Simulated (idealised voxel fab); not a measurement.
process module | voxel transistor to metal
cross-section cut | 155 nm wide | cells 5 nm
A cross-section is a grid of square cells, given in bands from the top down. A band is one or more rows of cells.
Each band's line starts with the height of the band's top and of its bottom, in nm. Then come its materials from left to right, each with its width in nm. One material with "throughout" fills the band from edge to edge. "air" is empty space.
Height 0 is the level under which the wafer as received is all one material. The lowest band goes on downwards, as in "0 down".
A width such as "30 to 40" changes by the same amount from each row of cells to the next, from the band's top row to its bottom row.
"no change" after a step means that no cell of the cross-section changed.
closed voids: empty space of 8 cells or more with no open way to the top, each as width x height at its distance from the left edge, in nm
after a step's settings: what the simulator itself notes on the step
overlay nm, on a step with a mask: how far to the right of its planned place the mask lay; to the left if negative
Each pair below shows a cross-section before one step and the cross-section after it, down to the lowest band that changed. The line under each pair gives the step between them, with its settings. The pairs can come from different runs of this module on the same starting wafer, so a pair continues from the pair above only where its "before" says so.
before
  110 to 85: lowk 35 | air 15 | lowk 50 | air 15 | lowk 40
  85 to 80: SiCN throughout
  80 to 60: Ru 35 | SiO2 15 | Ru 50 | SiO2 15 | Ru 40
  60 to 55: TiN 35 | SiO2 15 | TiN 50 | SiO2 15 | TiN 40
  55 to 45: SiO2 35 | TiN 5 | W 5 | TiN 5 | SiO2 50 | TiN 5 | W 5 | TiN 5 | SiO2 40
  45 to 30: SiO2 35 | TiN 5 | W 5 | TiN 5 | SiO2 5 | SiN 10 | SiCN 20 | SiN 10 | SiO2 5 | TiN 5 | W 5 | TiN 5 | SiO2 40
  30 to 5: SiO2 35 | TiN 5 | W 5 | TiN 5 | SiO2 5 | SiN 10 | polySi 20 | SiN 10 | SiO2 5 | TiN 5 | W 5 | TiN 5 | SiO2 40
  5 to 0: SiO2 20 | SiN 10 | SiO2 5 | TiN 15 | SiO2 5 | SiN 10 | polySi 20 | SiN 10 | SiO2 5 | TiN 15 | SiO2 5 | SiN 10 | SiO2 25
  0 to -5: SiO2 30 | SiGe 25 | SiO2 40 | SiGe 25 | SiO2 35
  -5 to -30: SiO2 30 | Si 90 | SiO2 35
  -30 down: Si throughout
  closed voids: none
after
  110 to 85: lowk 35 | air 15 | lowk 50 | air 15 | lowk 40
  85 to 80: SiCN 35 | air 15 | SiCN 50 | air 15 | SiCN 40
  below 80: unchanged
  closed voids: none
the step between: op MASKED_ETCH | tone open | mask id METAL_2_HOLES | width nm 15 | pitch nm 65 | etch materials SiCN | depth nm 5 | overlay nm 0
before: the cross-section after the pair above
after
  115 to 110: TiN 40 | air 5 | TiN 60 | air 5 | TiN 45
  110 to 85: lowk 35 | TiN 5 | air 5 | TiN 5 | lowk 50 | TiN 5 | air 5 | TiN 5 | lowk 40
  85 to 80: SiCN 35 | TiN 15 | SiCN 50 | TiN 15 | SiCN 40
  below 80: unchanged
  closed voids: none
the step between: op CONFORMAL_DEP | material TiN | thk nm 5
before: the cross-section after the pair above
after
  125 to 115: Cu throughout
  115 to 110: TiN 40 | Cu 5 | TiN 60 | Cu 5 | TiN 45
  110 to 85: lowk 35 | TiN 5 | Cu 5 | TiN 5 | lowk 50 | TiN 5 | Cu 5 | TiN 5 | lowk 40
  below 85: unchanged
  closed voids: none
the step between: op FILL_DEP | material Cu | thk nm 10
before: the cross-section after the pair above
after
  110 to 85: lowk 35 | TiN 5 | Cu 5 | TiN 5 | lowk 50 | TiN 5 | Cu 5 | TiN 5 | lowk 40
  below 85: unchanged
  closed voids: none
the step between: op CMP | height nm 110
before: the cross-section after the pair above
after
  115 to 110: SiN throughout
  below 110: unchanged
  closed voids: none
the step between: op CONFORMAL_DEP | material SiN | thk nm 5
